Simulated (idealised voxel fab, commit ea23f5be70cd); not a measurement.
Presented below is a process module, voxel spacer lines.
Displayed cross-section: cut, width of 240 nm, square cells sized 5 nm.
In what follows, cross-sections appear as grids of square cells, described through bands that run from the top down, where every band is one or more rows of cells.
This entry defines a band. It first specifies the height of the band's top and the height of its bottom in nm, and then specifies the band's materials from left to right, stating each material with its width in nm. The word "edge to edge" identifies a single material that fills the band from edge to edge, while the word "air" identifies empty space.
For the purposes of this specification, 0 denotes the height below which the wafer in its as-received condition is composed wholly of one material, and the lowermost band, lacking a lower limit, extends downward without end, as expressed in "0 -> down".
Top row gets the first number, bottom row gets the second, and each row in between changes by the same step: that is how a band width like "30 to 40" works.
For the purposes of this document, the phrase "no modifications" attached to a step denotes that no cell within the cross-section was modified by that step.
The entry "Unvented voids" lists the empty spaces that cover at least 8 cells and have no open path to the top. Each is written as width x height at distance, where the distance is measured from the left edge and all three values are in nm.
Formally, on a step line, whatever follows the settings is a remark that the simulator itself makes on the step.
The setting "overlay nm" may be written on the line of a step. When the step uses a mask, the value reports how far to the right of the planned place the mask lay, and a negative value reports that it lay to the left.

## The steps planned for the process are as follows
1: op RECEIVE | material Si
2: op CONFORMAL_DEP | material Al2O3 | thk nm 5
3: op DIRECTIONAL_DEP | material polySi | thk nm 20
4: op DIRECTIONAL_DEP | material aC | thk nm 25
5: op PATTERN | tone cover | mask id MANDREL | material resist | width nm 15 | pitch nm 50 | thk nm 30 | overlay nm 0
6: op DIRECTIONAL_ETCH | etch materials aC | depth nm 25
7: op STRIP | etch materials resist
8: op CONFORMAL_DEP | material SiO2 | thk nm 10
9: op DIRECTIONAL_ETCH | etch materials SiO2 | depth nm 10
10: op STRIP | etch materials aC
11: op DIRECTIONAL_ETCH | etch materials polySi | depth nm 20
12: op STRIP | etch materials SiO2
13: op FILL_DEP | material SiO2 | thk nm 10
14: op CMP | height nm 25

## First of two wafers, with the run carried out as planned

## As-received state of the wafer in cross-section, equivalent to post-step 1
    0 -> down | Si edge to edge
    Unvented voids: none

## Sectional view: wafer, after step 2
    5 -> 0 | Al2O3 edge to edge
    Unchanged below 0.

## Sectional view: wafer, after step 3
    25 -> 5 | polySi edge to edge
    Unchanged below 5.

## Sectional view: wafer, after step 4
    50 -> 25 | aC edge to edge
    Unchanged below 25.

## Sectional view: wafer, after step 5
    80 -> 50 | 60 nm air, 15 nm resist, 35 nm air, 15 nm resist, 35 nm air, 15 nm resist, 65 nm air
    Unchanged below 50.

## Sectional view: wafer, after step 6
    55 -> 50 | 60 nm air, 15 nm resist, 35 nm air, 15 nm resist, 35 nm air, 15 nm resist, 65 nm air
    50 -> 25 | 60 nm air, 15 nm aC, 35 nm air, 15 nm aC, 35 nm air, 15 nm aC, 65 nm air
    Unchanged below 25.

## Sectional view: wafer, after step 7
    50 -> 25 | 60 nm air, 15 nm aC, 35 nm air, 15 nm aC, 35 nm air, 15 nm aC, 65 nm air
    Unchanged below 25.

## Sectional view: wafer, after step 8
    60 -> 50 | 50 nm air, 35 nm SiO2, 15 nm air, 35 nm SiO2, 15 nm air, 35 nm SiO2, 55 nm air
    50 -> 35 | 50 nm air, 10 nm SiO2, 15 nm aC, 10 nm SiO2, 15 nm air, 10 nm SiO2, 15 nm aC, 10 nm SiO2, 15 nm air, 10 nm SiO2, 15 nm aC, 10 nm SiO2, 55 nm air
    35 -> 25 | 60 nm SiO2, 15 nm aC, 35 nm SiO2, 15 nm aC, 35 nm SiO2, 15 nm aC, 65 nm SiO2
    Unchanged below 25.

## Sectional view: wafer, after step 9
    50 -> 25 | 50 nm air, 10 nm SiO2, 15 nm aC, 10 nm SiO2, 15 nm air, 10 nm SiO2, 15 nm aC, 10 nm SiO2, 15 nm air, 10 nm SiO2, 15 nm aC, 10 nm SiO2, 55 nm air
    Unchanged below 25.

## Sectional view: wafer, after step 10
    50 -> 25 | 50 nm air, 10 nm SiO2, 15 nm air, 10 nm SiO2, 15 nm air, 10 nm SiO2, 15 nm air, 10 nm SiO2, 15 nm air, 10 nm SiO2, 15 nm air, 10 nm SiO2, 55 nm air
    Unchanged below 25.

## Sectional view: wafer, after step 11
    50 -> 25 | 50 nm air, 10 nm SiO2, 15 nm air, 10 nm SiO2, 15 nm air, 10 nm SiO2, 15 nm air, 10 nm SiO2, 15 nm air, 10 nm SiO2, 15 nm air, 10 nm SiO2, 55 nm air
    25 -> 5 | 50 nm air, 10 nm polySi, 15 nm air, 10 nm polySi, 15 nm air, 10 nm polySi, 15 nm air, 10 nm polySi, 15 nm air, 10 nm polySi, 15 nm air, 10 nm polySi, 55 nm air
    Unchanged below 5.

## Sectional view: wafer, after step 12
    25 -> 5 | 50 nm air, 10 nm polySi, 15 nm air, 10 nm polySi, 15 nm air, 10 nm polySi, 15 nm air, 10 nm polySi, 15 nm air, 10 nm polySi, 15 nm air, 10 nm polySi, 55 nm air
    Unchanged below 5.

## Sectional view: wafer, after step 13
    35 -> 25 | SiO2 edge to edge
    25 -> 5 | 50 nm SiO2, 10 nm polySi, 15 nm SiO2, 10 nm polySi, 15 nm SiO2, 10 nm polySi, 15 nm SiO2, 10 nm polySi, 15 nm SiO2, 10 nm polySi, 15 nm SiO2, 10 nm polySi, 55 nm SiO2
    Unchanged below 5.

## Sectional view: wafer, after step 14
    25 -> 5 | 50 nm SiO2, 10 nm polySi, 15 nm SiO2, 10 nm polySi, 15 nm SiO2, 10 nm polySi, 15 nm SiO2, 10 nm polySi, 15 nm SiO2, 10 nm polySi, 15 nm SiO2, 10 nm polySi, 55 nm SiO2
    Unchanged below 5.

## Here the second wafer is described. Its start and its plan were those of the first wafer. Its run contained one mistake. Up to and including step 4, it did exactly what the first wafer did

## Cross-section, second wafer, at the end time the plan gives for step 5
    80 -> 50 | 65 nm air, 15 nm resist, 35 nm air, 15 nm resist, 35 nm air, 15 nm resist, 60 nm air
    Unchanged below 50.

## Cross-section, second wafer, at the end time the plan gives for step 6
    55 -> 50 | 65 nm air, 15 nm resist, 35 nm air, 15 nm resist, 35 nm air, 15 nm resist, 60 nm air
    50 -> 25 | 65 nm air, 15 nm aC, 35 nm air, 15 nm aC, 35 nm air, 15 nm aC, 60 nm air
    Unchanged below 25.

## Cross-section, second wafer, at the end time the plan gives for step 7
    50 -> 25 | 65 nm air, 15 nm aC, 35 nm air, 15 nm aC, 35 nm air, 15 nm aC, 60 nm air
    Unchanged below 25.

## Cross-section, second wafer, at the end time the plan gives for step 8
    60 -> 50 | 55 nm air, 35 nm SiO2, 15 nm air, 35 nm SiO2, 15 nm air, 35 nm SiO2, 50 nm air
    50 -> 35 | 55 nm air, 10 nm SiO2, 15 nm aC, 10 nm SiO2, 15 nm air, 10 nm SiO2, 15 nm aC, 10 nm SiO2, 15 nm air, 10 nm SiO2, 15 nm aC, 10 nm SiO2, 50 nm air
    35 -> 25 | 65 nm SiO2, 15 nm aC, 35 nm SiO2, 15 nm aC, 35 nm SiO2, 15 nm aC, 60 nm SiO2
    Unchanged below 25.

## Cross-section, second wafer, at the end time the plan gives for step 9
    50 -> 25 | 55 nm air, 10 nm SiO2, 15 nm aC, 10 nm SiO2, 15 nm air, 10 nm SiO2, 15 nm aC, 10 nm SiO2, 15 nm air, 10 nm SiO2, 15 nm aC, 10 nm SiO2, 50 nm air
    Unchanged below 25.

## Cross-section, second wafer, at the end time the plan gives for step 10
    50 -> 25 | 55 nm air, 10 nm SiO2, 15 nm air, 10 nm SiO2, 15 nm air, 10 nm SiO2, 15 nm air, 10 nm SiO2, 15 nm air, 10 nm SiO2, 15 nm air, 10 nm SiO2, 50 nm air
    Unchanged below 25.

## Cross-section, second wafer, at the end time the plan gives for step 11
    50 -> 25 | 55 nm air, 10 nm SiO2, 15 nm air, 10 nm SiO2, 15 nm air, 10 nm SiO2, 15 nm air, 10 nm SiO2, 15 nm air, 10 nm SiO2, 15 nm air, 10 nm SiO2, 50 nm air
    25 -> 5 | 55 nm air, 10 nm polySi, 15 nm air, 10 nm polySi, 15 nm air, 10 nm polySi, 15 nm air, 10 nm polySi, 15 nm air, 10 nm polySi, 15 nm air, 10 nm polySi, 50 nm air
    Unchanged below 5.

## Cross-section, second wafer, at the end time the plan gives for step 12
    25 -> 5 | 55 nm air, 10 nm polySi, 15 nm air, 10 nm polySi, 15 nm air, 10 nm polySi, 15 nm air, 10 nm polySi, 15 nm air, 10 nm polySi, 15 nm air, 10 nm polySi, 50 nm air
    Unchanged below 5.

## Cross-section, second wafer, at the end time the plan gives for step 13
    35 -> 25 | SiO2 edge to edge
    25 -> 5 | 55 nm SiO2, 10 nm polySi, 15 nm SiO2, 10 nm polySi, 15 nm SiO2, 10 nm polySi, 15 nm SiO2, 10 nm polySi, 15 nm SiO2, 10 nm polySi, 15 nm SiO2, 10 nm polySi, 50 nm SiO2
    Unchanged below 5.

## Cross-section, second wafer, at the end time the plan gives for step 14
    25 -> 5 | 55 nm SiO2, 10 nm polySi, 15 nm SiO2, 10 nm polySi, 15 nm SiO2, 10 nm polySi, 15 nm SiO2, 10 nm polySi, 15 nm SiO2, 10 nm polySi, 15 nm SiO2, 10 nm polySi, 50 nm SiO2
    Unchanged below 5.
Diagnosis: step 5 ran differently from the plan; actual operation with settings: op PATTERN | tone cover | mask id MANDREL | material resist | width nm 15 | pitch nm 50 | thk nm 30 | overlay nm 5
The two final wafers agree on how many cells each material fills and disagree on which cells those are.
